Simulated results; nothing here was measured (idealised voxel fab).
The document below concerns the process module designated voxel capacitor over wiring.
Section cut is 215 nm wide and gridded with 5 nm square cells.
When this document writes out a cross-section, it uses a grid of square cells and lists it as bands, beginning at the top and moving down, with a band standing for one or more rows of cells. Heads up on the band format: heights come first, top then bottom, in nm. After that it's the materials left to right, each with its width in nm. A single material flagged "throughout" fills the whole band edge to edge, and "empty" means there's empty space there. Height is counted from the level 0, under which the received wafer is composed throughout of one material. The lowest of the bands is not closed at the bottom but continues downward, in the notation "z 0 and below". With a width like "30 to 40", each row of cells in the band differs from the next by the same amount, the top row carrying the first number and the bottom row the second. For the purposes of this document, the phrase "no change" attached to a step denotes that no cell within the cross-section was modified by that step. Closed empty spaces (no open way to the top) of 8 cells or more are what "Closed empty spaces" lists, each as width x height at distance from the left edge, nm for all three. On a step's line, text after the settings is the simulator commenting on that step. overlay nm: step with mask; distance mask lay right of planned place; negative value = left of planned place.
Steps planned for the process
1) RECEIVE | material Si
2) CONFORMAL_DEP | material SiO2 | thk nm 15
3) CONFORMAL_DEP | material SiN | thk nm 5
4) DIRECTIONAL_DEP | material SiO2 | thk nm 25
5) PATTERN | tone open | mask id METAL_1 | material resist | width nm 25 | pitch nm 80 | thk nm 15 | overlay nm 0
6) DIRECTIONAL_ETCH | etch materials SiO2 | depth nm 25
7) DIRECTIONAL_ETCH | etch materials SiN | depth nm 5
8) STRIP | etch materials resist
9) CONFORMAL_DEP | material TiN | thk nm 5
10) FILL_DEP | material W | thk nm 10
11) CMP | height nm 45
12) EPI | material Ru | thk nm 5
13) FILL_DEP | material SiCN | thk nm 5
14) DIRECTIONAL_DEP | material lowk | thk nm 15
15) PATTERN | tone open | mask id PLUG_1 | material resist | width nm 15 | thk nm 15 | overlay nm 0
16) DIRECTIONAL_ETCH | etch materials lowk | depth nm 15
17) DIRECTIONAL_ETCH | etch materials SiCN | depth nm 5
18) STRIP | etch materials resist
19) EPI | material Ru | thk nm 10
20) EPI | material Ru | thk nm 10
21) DIRECTIONAL_DEP | material TiN | thk nm 5
22) DIRECTIONAL_DEP | material HfO2 | thk nm 5
23) DIRECTIONAL_DEP | material TiN | thk nm 5
24) PATTERN | tone cover | mask id UPPER_PLATE | material resist | width nm 60 | thk nm 20 | overlay nm 0
25) DIRECTIONAL_ETCH | etch materials TiN | depth nm 5
26) DIRECTIONAL_ETCH | etch materials HfO2 | depth nm 5
27) STRIP | etch materials resist
28) PATTERN | tone cover | mask id LOWER_PLATE | material resist | width nm 70 | thk nm 20 | overlay nm 0
29) DIRECTIONAL_ETCH | etch materials TiN | depth nm 5
30) STRIP | etch materials resist
31) FILL_DEP | material SiO2 | thk nm 20
32) CMP | height nm 100
33) MASKED_ETCH | tone open | mask id PLUG_2 | width nm 15 | etch materials SiO2 | depth nm 15 | overlay nm 0
34) CONFORMAL_DEP | material TiN | thk nm 5
35) FILL_DEP | material Ru | thk nm 10
36) CMP | height nm 100
37) CONFORMAL_DEP | material SiCN | thk nm 5
Cross-section of the wafer as it came to us, i.e., already through step 1
  z 0 and below  Si throughout
  Closed empty spaces: none
Cross-section taken at module completion on the first of two wafers; processed per the plan
  z 105 to 100  SiCN throughout
  z 100 to 90  SiO2: 75; TiN: 5; Ru: 5; TiN: 5; SiO2: 125
  z 90 to 80  SiO2: 75 to 65; TiN: 15 to 60; SiO2: 125 to 90
  z 80 to 75  SiO2: 65; HfO2: 60; SiO2: 90
  z 75 to 70  SiO2: 60; TiN: 70; SiO2: 85
  z 70 to 55  lowk: 65; Ru: 15; lowk: 135
  z 55 to 50  SiCN: 65; Ru: 15; SiCN: 135
  z 50 to 45  SiCN: 50; Ru: 35; SiCN: 45; Ru: 35; SiCN: 50
  z 45 to 20  SiO2: 55; TiN: 5; W: 15; TiN: 5; SiO2: 55; TiN: 5; W: 15; TiN: 5; SiO2: 55
  z 20 to 15  SiN: 55; TiN: 25; SiN: 55; TiN: 25; SiN: 55
  z 15 to 0  SiO2 throughout
  z 0 and below  Si throughout
  Closed empty spaces: none
Second wafer at the end: like start, like plan, one mistake
  z 105 to 100  SiCN throughout
  z 100 to 90  SiO2: 75 to 65; TiN: 15 to 25; SiO2: 125
  z 90 to 85  SiO2: 65; HfO2: 25; SiO2: 125
  z 85 to 80  SiO2: 60; TiN: 65; SiO2: 90
  z 80 to 75  SiO2: 55; Ru: 35; HfO2: 35; SiO2: 90
  z 75 to 70  SiO2: 55; Ru: 35; TiN: 40; SiO2: 85
  z 70 to 55  lowk: 65; Ru: 15; lowk: 135
  z 55 to 50  SiCN: 65; Ru: 15; SiCN: 135
  z 50 to 45  SiCN: 50; Ru: 35; SiCN: 45; Ru: 35; SiCN: 50
  z 45 to 20  SiO2: 55; TiN: 5; W: 15; TiN: 5; SiO2: 55; TiN: 5; W: 15; TiN: 5; SiO2: 55
  z 20 to 15  SiN: 55; TiN: 25; SiN: 55; TiN: 25; SiN: 55
  z 15 to 0  SiO2 throughout
  z 0 and below  Si throughout
  Closed empty spaces: none
Heads up, the wafer didn't run the way we planned it: one of 19 and 20 ran twice, no way to know which since they are all identical
At the finish, the second wafer shows more or fewer cells for some materials than the first does: 12 more of Ru; 8 fewer of SiO2; 4 fewer of TiN
